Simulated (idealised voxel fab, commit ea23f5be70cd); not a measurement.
Process module in this document: voxel released beams
In the cross-section labelled cut, the width is 190 nm and each square cell is 5 nm.
A cross-section in this document is a grid of square cells, and it is written down as bands, the top band listed before the ones below it; a band is made up of one or more rows of cells. The entry gives the band's vertical extent as a top height and a bottom height in nm, then its horizontal make-up as materials from left to right, each with a width in nm. "blank" stands for empty space; a single material marked "throughout" fills the band edge to edge. Heights from 0 (as-received wafer is one material below). Bottom band endless downward, as "from 0 down". Quick explanation for "30..40": the width changes in equal steps down the rows of cells, from the first number in the band's top row to the second number in its bottom row. "all unchanged" -> step changed no cross-section cell. Heads up: "Sealed internal cavities" only lists the empty pockets with no open path to the top that are 8 cells or more, and it writes them as width x height at distance, distance from the left edge, in nm. That trailing text on a step's line, after the settings, is the simulator's own remark on the step. "overlay nm", when on a step's line for a step with a mask, measures how far to the right of its planned place the mask lay; a negative measure means to the left. Structure of the following material. The material consists of pairs of cross-sections. Each pair comprises the cross-section before one process step and the cross-section after that step, the latter shown only down to the lowest band that changed. The step between the cross-sections is specified beneath each pair, including its settings. Pairs are not necessarily consecutive: they may derive from different runs of this module performed on the same starting wafer. Continuity with the pair above is to be assumed only where the entry headed "Pre-process cross-section" of the pair in question states it.

[Pre-process cross-section]
> from 0 down = Si throughout
> Sealed internal cavities: none

[Post-Process Section]
> from 5 to 0 = SiN throughout
> Unchanged below 0.
> Sealed internal cavities: none
The step that takes the structure from the upper cross-section to the lower one is CONFORMAL_DEP: material SiN, thk nm 5

Pre-process cross-section: it's just the after picture from the pair right above this one.

[Post-Process Section]
> from 25 to 5 = SiO2 throughout
> Unchanged below 5.
> Sealed internal cavities: none
The step that takes the structure from the upper cross-section to the lower one is DIRECTIONAL_DEP: material SiO2, thk nm 20

Pre-process cross-section: it's just the after picture from the pair right above this one.

[Post-Process Section]
> from 40 to 25 = resist: 30; blank: 45; resist: 115
> Unchanged below 25.
> Sealed internal cavities: none
The step that takes the structure from the upper cross-section to the lower one is PATTERN: tone open, mask id ANCHOR, material resist, width nm 45, thk nm 15, overlay nm 0

Pre-process cross-section: it's just the after picture from the pair right above this one.

[Post-Process Section]
> from 40 to 25 = resist: 30; blank: 45; resist: 115
> from 25 to 5 = SiO2: 30; blank: 45; SiO2: 115
> Unchanged below 5.
> Sealed internal cavities: none
The step that takes the structure from the upper cross-section to the lower one is DIRECTIONAL_ETCH: etch materials SiO2, depth nm 20

Pre-process cross-section: it's just the after picture from the pair right above this one.

[Post-Process Section]
> from 25 to 5 = SiO2: 30; blank: 45; SiO2: 115
> Unchanged below 5.
> Sealed internal cavities: none
The step that takes the structure from the upper cross-section to the lower one is STRIP: etch materials resist

Pre-process cross-section: it's just the after picture from the pair right above this one.

[Post-Process Section]
> from 40 to 25 = TiN: 45; blank: 15; TiN: 130
> from 25 to 20 = SiO2: 30; TiN: 15; blank: 15; TiN: 15; SiO2: 115
> from 20 to 5 = SiO2: 30; TiN: 45; SiO2: 115
> Unchanged below 5.
> Sealed internal cavities: none
The step that takes the structure from the upper cross-section to the lower one is CONFORMAL_DEP: material TiN, thk nm 15

Pre-process cross-section: it's just the after picture from the pair right above this one.

[Post-Process Section]
> from 55 to 40 = blank: 25; resist: 130; blank: 35
> from 40 to 25 = TiN: 45; resist: 15; TiN: 130
> from 25 to 20 = SiO2: 30; TiN: 15; resist: 15; TiN: 15; SiO2: 115
> Unchanged below 20.
> Sealed internal cavities: none
The step that takes the structure from the upper cross-section to the lower one is PATTERN: tone cover, mask id BEAM, material resist, width nm 130, thk nm 15, overlay nm 0

Pre-process cross-section: it's just the after picture from the pair right above this one.

[Post-Process Section]
> from 55 to 40 = blank: 25; resist: 130; blank: 35
> from 40 to 25 = blank: 25; TiN: 20; resist: 15; TiN: 95; blank: 35
> Unchanged below 25.
> Sealed internal cavities: none
The step that takes the structure from the upper cross-section to the lower one is DIRECTIONAL_ETCH: etch materials TiN, depth nm 15

Pre-process cross-section: it's just the after picture from the pair right above this one.

[Post-Process Section]
> from 40 to 25 = blank: 25; TiN: 20; blank: 15; TiN: 95; blank: 35
> from 25 to 20 = SiO2: 30; TiN: 15; blank: 15; TiN: 15; SiO2: 115
> Unchanged below 20.
> Sealed internal cavities: none
The step that takes the structure from the upper cross-section to the lower one is STRIP: etch materials resist

Pre-process cross-section: it's just the after picture from the pair right above this one.

[Post-Process Section]
> from 40 to 25 = blank: 25; TiN: 20; blank: 15; TiN: 95; blank: 35
> from 25 to 20 = blank: 30; TiN: 15; blank: 15; TiN: 15; blank: 115
> from 20 to 5 = blank: 30; TiN: 45; blank: 115
> Unchanged below 5.
> Sealed internal cavities: none
The step that takes the structure from the upper cross-section to the lower one is STRIP: etch materials SiO2

[Pre-process cross-section]
> from 0 down = Si throughout
> Sealed internal cavities: none

[Post-Process Section]
> from 20 to 0 = SiO2 throughout
> Unchanged below 0.
> Sealed internal cavities: none
The step that takes the structure from the upper cross-section to the lower one is DIRECTIONAL_DEP: material SiO2, thk nm 20

Pre-process cross-section: it's just the after picture from the pair right above this one.

[Post-Process Section]
> from 35 to 20 = resist: 30; blank: 45; resist: 115
> Unchanged below 20.
> Sealed internal cavities: none
The step that takes the structure from the upper cross-section to the lower one is PATTERN: tone open, mask id ANCHOR, material resist, width nm 45, thk nm 15, overlay nm 0

Pre-process cross-section: it's just the after picture from the pair right above this one.

[Post-Process Section]
> from 35 to 20 = resist: 30; blank: 45; resist: 115
> from 20 to 0 = SiO2: 30; blank: 45; SiO2: 115
> Unchanged below 0.
> Sealed internal cavities: none
The step that takes the structure from the upper cross-section to the lower one is DIRECTIONAL_ETCH: etch materials SiO2, depth nm 20

Pre-process cross-section: it's just the after picture from the pair right above this one.

[Post-Process Section]
> from 20 to 0 = SiO2: 30; blank: 45; SiO2: 115
> Unchanged below 0.
> Sealed internal cavities: none
The step that takes the structure from the upper cross-section to the lower one is STRIP: etch materials resist

Pre-process cross-section: it's just the after picture from the pair right above this one.

[Post-Process Section]
> from 35 to 20 = TiN: 45; blank: 15; TiN: 130
> from 20 to 15 = SiO2: 30; TiN: 15; blank: 15; TiN: 15; SiO2: 115
> from 15 to 0 = SiO2: 30; TiN: 45; SiO2: 115
> Unchanged below 0.
> Sealed internal cavities: none
The step that takes the structure from the upper cross-section to the lower one is CONFORMAL_DEP: material TiN, thk nm 15

Pre-process cross-section: it's just the after picture from the pair right above this one.

[Post-Process Section]
> from 50 to 35 = blank: 25; resist: 130; blank: 35
> from 35 to 20 = TiN: 45; resist: 15; TiN: 130
> from 20 to 15 = SiO2: 30; TiN: 15; resist: 15; TiN: 15; SiO2: 115
> Unchanged below 15.
> Sealed internal cavities: none
The step that takes the structure from the upper cross-section to the lower one is PATTERN: tone cover, mask id BEAM, material resist, width nm 130, thk nm 15, overlay nm 0

Pre-process cross-section: it's just the after picture from the pair right above this one.

[Post-Process Section]
> from 50 to 35 = blank: 25; resist: 130; blank: 35
> from 35 to 20 = blank: 25; TiN: 20; resist: 15; TiN: 95; blank: 35
> Unchanged below 20.
> Sealed internal cavities: none
The step that takes the structure from the upper cross-section to the lower one is DIRECTIONAL_ETCH: etch materials TiN, depth nm 15

Pre-process cross-section: it's just the after picture from the pair right above this one.

[Post-Process Section]
> from 35 to 20 = blank: 25; TiN: 20; blank: 15; TiN: 95; blank: 35
> from 20 to 15 = SiO2: 30; TiN: 15; blank: 15; TiN: 15; SiO2: 115
> Unchanged below 15.
> Sealed internal cavities: none
The step that takes the structure from the upper cross-section to the lower one is STRIP: etch materials resist

Pre-process cross-section: it's just the after picture from the pair right above this one.

[Post-Process Section]
> from 35 to 20 = blank: 25; TiN: 20; blank: 15; TiN: 95; blank: 35
> from 20 to 15 = blank: 30; TiN: 15; blank: 15; TiN: 15; blank: 115
> from 15 to 0 = blank: 30; TiN: 45; blank: 115
> Unchanged below 0.
> Sealed internal cavities: none
The step that takes the structure from the upper cross-section to the lower one is STRIP: etch materials SiO2

[Pre-process cross-section]
> from 40 to 25 = TiN: 45; blank: 15; TiN: 130
> from 25 to 20 = SiO2: 30; TiN: 15; blank: 15; TiN: 15; SiO2: 115
> from 20 to 5 = SiO2: 30; TiN: 45; SiO2: 115
> from 5 to 0 = SiN throughout
> from 0 down = Si throughout
> Sealed internal cavities: none

[Post-Process Section]
> from 55 to 25 = TiN throughout
> from 25 to 5 = SiO2: 30; TiN: 45; SiO2: 115
> Unchanged below 5.
> Sealed internal cavities: none
The step that takes the structure from the upper cross-section to the lower one is CONFORMAL_DEP: material TiN, thk nm 15

Pre-process cross-section: it's just the after picture from the pair right above this one.

[Post-Process Section]
> from 70 to 55 = blank: 25; resist: 130; blank: 35
> Unchanged below 55.
> Sealed internal cavities: none
The step that takes the structure from the upper cross-section to the lower one is PATTERN: tone cover, mask id BEAM, material resist, width nm 130, thk nm 15, overlay nm 0

Pre-process cross-section: it's just the after picture from the pair right above this one.

[Post-Process Section]
> from 70 to 55 = blank: 25; resist: 130; blank: 35
> from 55 to 40 = blank: 25; TiN: 130; blank: 35
> Unchanged below 40.
> Sealed internal cavities: none
The step that takes the structure from the upper cross-section to the lower one is DIRECTIONAL_ETCH: etch materials TiN, depth nm 15

Pre-process cross-section: it's just the after picture from the pair right above this one.

[Post-Process Section]
> from 55 to 40 = blank: 25; TiN: 130; blank: 35
> Unchanged below 40.
> Sealed internal cavities: none
The step that takes the structure from the upper cross-section to the lower one is STRIP: etch materials resist

[Pre-process cross-section]
> from 20 to 0 = SiO2 throughout
> from 0 down = Si throughout
> Sealed internal cavities: none

[Post-Process Section]
> from 25 to 20 = SiN throughout
> Unchanged below 20.
> Sealed internal cavities: none
The step that takes the structure from the upper cross-section to the lower one is CONFORMAL_DEP: material SiN, thk nm 5

Pre-process cross-section: it's just the after picture from the pair right above this one.

[Post-Process Section]
> from 40 to 25 = resist: 30; blank: 45; resist: 115
> Unchanged below 25.
> Sealed internal cavities: none
The step that takes the structure from the upper cross-section to the lower one is PATTERN: tone open, mask id ANCHOR, material resist, width nm 45, thk nm 15, overlay nm 0

Pre-process cross-section: it's just the after picture from the pair right above this one.

[Post-Process Section]
> from 25 to 20 = SiN throughout
> Unchanged below 20.
> Sealed internal cavities: none
The step that takes the structure from the upper cross-section to the lower one is STRIP: etch materials resist

Pre-process cross-section: it's just the after picture from the pair right above this one.

[Post-Process Section]
> from 40 to 25 = TiN throughout
> Unchanged below 25.
> Sealed internal cavities: none
The step that takes the structure from the upper cross-section to the lower one is CONFORMAL_DEP: material TiN, thk nm 15

Pre-process cross-section: it's just the after picture from the pair right above this one.

[Post-Process Section]
> from 55 to 40 = blank: 25; resist: 130; blank: 35
> Unchanged below 40.
> Sealed internal cavities: none
The step that takes the structure from the upper cross-section to the lower one is PATTERN: tone cover, mask id BEAM, material resist, width nm 130, thk nm 15, overlay nm 0

Pre-process cross-section: it's just the after picture from the pair right above this one.

[Post-Process Section]
> from 55 to 40 = blank: 25; resist: 130; blank: 35
> from 40 to 25 = blank: 25; TiN: 130; blank: 35
> Unchanged below 25.
> Sealed internal cavities: none
The step that takes the structure from the upper cross-section to the lower one is DIRECTIONAL_ETCH: etch materials TiN, depth nm 15

Pre-process cross-section: it's just the after picture from the pair right above this one.

[Post-Process Section]
> from 40 to 25 = blank: 25; TiN: 130; blank: 35
> Unchanged below 25.
> Sealed internal cavities: none
The step that takes the structure from the upper cross-section to the lower one is STRIP: etch materials resist

[Pre-process cross-section]
> from 25 to 5 = SiO2: 30; blank: 45; SiO2: 115
> from 5 to 0 = SiN throughout
> from 0 down = Si throughout
> Sealed internal cavities: none

[Post-Process Section]
> from 45 to 25 = TiN: 50; blank: 5; TiN: 135
> from 25 to 5 = SiO2: 30; TiN: 45; SiO2: 115
> Unchanged below 5.
> Sealed internal cavities: none
The step that takes the structure from the upper cross-section to the lower one is CONFORMAL_DEP: material TiN, thk nm 20

Pre-process cross-section: it's just the after picture from the pair right above this one.

[Post-Process Section]
> from 60 to 45 = blank: 25; resist: 130; blank: 35
> from 45 to 25 = TiN: 50; resist: 5; TiN: 135
> Unchanged below 25.
> Sealed internal cavities: none
The step that takes the structure from the upper cross-section to the lower one is PATTERN: tone cover, mask id BEAM, material resist, width nm 130, thk nm 15, overlay nm 0

Pre-process cross-section: it's just the after picture from the pair right above this one.

[Post-Process Section]
> from 60 to 45 = blank: 25; resist: 130; blank: 35
> from 45 to 30 = blank: 25; TiN: 25; resist: 5; TiN: 100; blank: 35
> Unchanged below 30.
> Sealed internal cavities: none
The step that takes the structure from the upper cross-section to the lower one is DIRECTIONAL_ETCH: etch materials TiN, depth nm 15

Pre-process cross-section: it's just the after picture from the pair right above this one.

[Post-Process Section]
> from 45 to 30 = blank: 25; TiN: 25; blank: 5; TiN: 100; blank: 35
> from 30 to 25 = TiN: 50; blank: 5; TiN: 135
> Unchanged below 25.
> Sealed internal cavities: none
The step that takes the structure from the upper cross-section to the lower one is STRIP: etch materials resist

[Pre-process cross-section]
> from 25 to 5 = SiO2 throughout
> from 5 to 0 = SiN throughout
> from 0 down = Si throughout
> Sealed internal cavities: none

[Post-Process Section]
> from 40 to 25 = resist: 30; blank: 50; resist: 110
> Unchanged below 25.
> Sealed internal cavities: none
The step that takes the structure from the upper cross-section to the lower one is PATTERN: tone open, mask id ANCHOR, material resist, width nm 50, thk nm 15, overlay nm 0

Pre-process cross-section: it's just the after picture from the pair right above this one.

[Post-Process Section]
> from 40 to 25 = resist: 30; blank: 50; resist: 110
> from 25 to 5 = SiO2: 30; blank: 50; SiO2: 110
> Unchanged below 5.
> Sealed internal cavities: none
The step that takes the structure from the upper cross-section to the lower one is DIRECTIONAL_ETCH: etch materials SiO2, depth nm 20

Pre-process cross-section: it's just the after picture from the pair right above this one.

[Post-Process Section]
> from 25 to 5 = SiO2: 30; blank: 50; SiO2: 110
> Unchanged below 5.
> Sealed internal cavities: none
The step that takes the structure from the upper cross-section to the lower one is STRIP: etch materials resist

Pre-process cross-section: it's just the after picture from the pair right above this one.

[Post-Process Section]
> from 40 to 25 = TiN: 45; blank: 20; TiN: 125
> from 25 to 20 = SiO2: 30; TiN: 15; blank: 20; TiN: 15; SiO2: 110
> from 20 to 5 = SiO2: 30; TiN: 50; SiO2: 110
> Unchanged below 5.
> Sealed internal cavities: none
The step that takes the structure from the upper cross-section to the lower one is CONFORMAL_DEP: material TiN, thk nm 15

Pre-process cross-section: it's just the after picture from the pair right above this one.

[Post-Process Section]
> from 55 to 40 = blank: 25; resist: 130; blank: 35
> from 40 to 25 = TiN: 45; resist: 20; TiN: 125
> from 25 to 20 = SiO2: 30; TiN: 15; resist: 20; TiN: 15; SiO2: 110
> Unchanged below 20.
> Sealed internal cavities: none
The step that takes the structure from the upper cross-section to the lower one is PATTERN: tone cover, mask id BEAM, material resist, width nm 130, thk nm 15, overlay nm 0

Pre-process cross-section: it's just the after picture from the pair right above this one.

[Post-Process Section]
> from 55 to 40 = blank: 25; resist: 130; blank: 35
> from 40 to 25 = blank: 25; TiN: 20; resist: 20; TiN: 90; blank: 35
> Unchanged below 25.
> Sealed internal cavities: none
The step that takes the structure from the upper cross-section to the lower one is DIRECTIONAL_ETCH: etch materials TiN, depth nm 15

Pre-process cross-section: it's just the after picture from the pair right above this one.

[Post-Process Section]
> from 40 to 25 = blank: 25; TiN: 20; blank: 20; TiN: 90; blank: 35
> from 25 to 20 = SiO2: 30; TiN: 15; blank: 20; TiN: 15; SiO2: 110
> Unchanged below 20.
> Sealed internal cavities: none
The step that takes the structure from the upper cross-section to the lower one is STRIP: etch materials resist

Pre-process cross-section: it's just the after picture from the pair right above this one.

[Post-Process Section]
> from 40 to 25 = blank: 25; TiN: 20; blank: 20; TiN: 90; blank: 35
> from 25 to 20 = blank: 30; TiN: 15; blank: 20; TiN: 15; blank: 110
> from 20 to 5 = blank: 30; TiN: 50; blank: 110
> Unchanged below 5.
> Sealed internal cavities: none
The step that takes the structure from the upper cross-section to the lower one is STRIP: etch materials SiO2

[Pre-process cross-section]
> from 25 to 5 = SiO2 throughout
> from 5 to 0 = SiN throughout
> from 0 down = Si throughout
> Sealed internal cavities: none

[Post-Process Section]
> from 40 to 25 = resist: 20; blank: 45; resist: 125
> Unchanged below 25.
> Sealed internal cavities: none
The step that takes the structure from the upper cross-section to the lower one is PATTERN: tone open, mask id ANCHOR, material resist, width nm 45, thk nm 15, overlay nm -10

Pre-process cross-section: it's just the after picture from the pair right above this one.

[Post-Process Section]
> from 40 to 25 = resist: 20; blank: 45; resist: 125
> from 25 to 5 = SiO2: 20; blank: 45; SiO2: 125
> Unchanged below 5.
> Sealed internal cavities: none
The step that takes the structure from the upper cross-section to the lower one is DIRECTIONAL_ETCH: etch materials SiO2, depth nm 20

Pre-process cross-section: it's just the after picture from the pair right above this one.

[Post-Process Section]
> from 25 to 5 = SiO2: 20; blank: 45; SiO2: 125
> Unchanged below 5.
> Sealed internal cavities: none
The step that takes the structure from the upper cross-section to the lower one is STRIP: etch materials resist

Pre-process cross-section: it's just the after picture from the pair right above this one.

[Post-Process Section]
> from 40 to 25 = TiN: 35; blank: 15; TiN: 140
> from 25 to 20 = SiO2: 20; TiN: 15; blank: 15; TiN: 15; SiO2: 125
> from 20 to 5 = SiO2: 20; TiN: 45; SiO2: 125
> Unchanged below 5.
> Sealed internal cavities: none
The step that takes the structure from the upper cross-section to the lower one is CONFORMAL_DEP: material TiN, thk nm 15

Pre-process cross-section: it's just the after picture from the pair right above this one.

[Post-Process Section]
> from 55 to 40 = blank: 25; resist: 130; blank: 35
> from 40 to 25 = TiN: 35; resist: 15; TiN: 140
> from 25 to 20 = SiO2: 20; TiN: 15; resist: 15; TiN: 15; SiO2: 125
> Unchanged below 20.
> Sealed internal cavities: none
The step that takes the structure from the upper cross-section to the lower one is PATTERN: tone cover, mask id BEAM, material resist, width nm 130, thk nm 15, overlay nm 0

Pre-process cross-section: it's just the after picture from the pair right above this one.

[Post-Process Section]
> from 55 to 40 = blank: 25; resist: 130; blank: 35
> from 40 to 25 = blank: 25; TiN: 10; resist: 15; TiN: 105; blank: 35
> Unchanged below 25.
> Sealed internal cavities: none
The step that takes the structure from the upper cross-section to the lower one is DIRECTIONAL_ETCH: etch materials TiN, depth nm 15

Pre-process cross-section: it's just the after picture from the pair right above this one.

[Post-Process Section]
> from 40 to 25 = blank: 25; TiN: 10; blank: 15; TiN: 105; blank: 35
> from 25 to 20 = SiO2: 20; TiN: 15; blank: 15; TiN: 15; SiO2: 125
> Unchanged below 20.
> Sealed internal cavities: none
The step that takes the structure from the upper cross-section to the lower one is STRIP: etch materials resist

Pre-process cross-section: it's just the after picture from the pair right above this one.

[Post-Process Section]
> from 40 to 25 = blank: 25; TiN: 10; blank: 15; TiN: 105; blank: 35
> from 25 to 20 = blank: 20; TiN: 15; blank: 15; TiN: 15; blank: 125
> from 20 to 5 = blank: 20; TiN: 45; blank: 125
> Unchanged below 5.
> Sealed internal cavities: none
The step that takes the structure from the upper cross-section to the lower one is STRIP: etch materials SiO2

[Pre-process cross-section]
> from 25 to 5 = SiO2: 30; blank: 45; SiO2: 115
> from 5 to 0 = SiN throughout
> from 0 down = Si throughout
> Sealed internal cavities: none

[Post-Process Section]
> from 40 to 25 = SiN: 45; blank: 15; SiN: 130
> from 25 to 20 = SiO2: 30; SiN: 15; blank: 15; SiN: 15; SiO2: 115
> from 20 to 5 = SiO2: 30; SiN: 45; SiO2: 115
> Unchanged below 5.
> Sealed internal cavities: none
The step that takes the structure from the upper cross-section to the lower one is CONFORMAL_DEP: material SiN, thk nm 15

Pre-process cross-section: it's just the after picture from the pair right above this one.

[Post-Process Section]
> from 55 to 40 = blank: 25; resist: 130; blank: 35
> from 40 to 25 = SiN: 45; resist: 15; SiN: 130
> from 25 to 20 = SiO2: 30; SiN: 15; resist: 15; SiN: 15; SiO2: 115
> Unchanged below 20.
> Sealed internal cavities: none
The step that takes the structure from the upper cross-section to the lower one is PATTERN: tone cover, mask id BEAM, material resist, width nm 130, thk nm 15, overlay nm 0

Pre-process cross-section: it's just the after picture from the pair right above this one.

[Post-Process Section]
> from 40 to 25 = SiN: 45; blank: 15; SiN: 130
> from 25 to 20 = SiO2: 30; SiN: 15; blank: 15; SiN: 15; SiO2: 115
> Unchanged below 20.
> Sealed internal cavities: none
The step that takes the structure from the upper cross-section to the lower one is STRIP: etch materials resist

[Pre-process cross-section]
> from 25 to 5 = SiO2 throughout
> from 5 to 0 = SiN throughout
> from 0 down = Si throughout
> Sealed internal cavities: none

[Post-Process Section]
> from 40 to 25 = blank: 30; resist: 45; blank: 115
> Unchanged below 25.
> Sealed internal cavities: none
The step that takes the structure from the upper cross-section to the lower one is PATTERN: tone cover, mask id ANCHOR, material resist, width nm 45, thk nm 15, overlay nm 0

Pre-process cross-section: it's just the after picture from the pair right above this one.

[Post-Process Section]
> from 40 to 25 = blank: 30; resist: 45; blank: 115
> from 25 to 5 = blank: 30; SiO2: 45; blank: 115
> Unchanged below 5.
> Sealed internal cavities: none
The step that takes the structure from the upper cross-section to the lower one is DIRECTIONAL_ETCH: etch materials SiO2, depth nm 20

Pre-process cross-section: it's just the after picture from the pair right above this one.

[Post-Process Section]
> from 25 to 5 = blank: 30; SiO2: 45; blank: 115
> Unchanged below 5.
> Sealed internal cavities: none
The step that takes the structure from the upper cross-section to the lower one is STRIP: etch materials resist

Pre-process cross-section: it's just the after picture from the pair right above this one.

[Post-Process Section]
> from 40 to 25 = blank: 15; TiN: 75; blank: 100
> from 25 to 20 = blank: 15; TiN: 15; SiO2: 45; TiN: 15; blank: 100
> from 20 to 5 = TiN: 30; SiO2: 45; TiN: 115
> Unchanged below 5.
> Sealed internal cavities: none
The step that takes the structure from the upper cross-section to the lower one is CONFORMAL_DEP: material TiN, thk nm 15

Pre-process cross-section: it's just the after picture from the pair right above this one.

[Post-Process Section]
> from 55 to 40 = blank: 25; resist: 130; blank: 35
> from 40 to 25 = blank: 15; TiN: 75; resist: 65; blank: 35
> from 25 to 20 = blank: 15; TiN: 15; SiO2: 45; TiN: 15; resist: 65; blank: 35
> Unchanged below 20.
> Sealed internal cavities: none
The step that takes the structure from the upper cross-section to the lower one is PATTERN: tone cover, mask id BEAM, material resist, width nm 130, thk nm 15, overlay nm 0

Pre-process cross-section: it's just the after picture from the pair right above this one.

[Post-Process Section]
> from 55 to 40 = blank: 25; resist: 130; blank: 35
> from 40 to 25 = blank: 25; TiN: 65; resist: 65; blank: 35
> from 25 to 20 = blank: 15; TiN: 15; SiO2: 45; TiN: 15; resist: 65; blank: 35
> from 20 to 5 = blank: 15; TiN: 15; SiO2: 45; TiN: 80; blank: 35
> Unchanged below 5.
> Sealed internal cavities: none
The step that takes the structure from the upper cross-section to the lower one is DIRECTIONAL_ETCH: etch materials TiN, depth nm 15

Pre-process cross-section: it's just the after picture from the pair right above this one.

[Post-Process Section]
> from 40 to 25 = blank: 25; TiN: 65; blank: 100
> from 25 to 20 = blank: 15; TiN: 15; SiO2: 45; TiN: 15; blank: 100
> Unchanged below 20.
> Sealed internal cavities: none
The step that takes the structure from the upper cross-section to the lower one is STRIP: etch materials resist
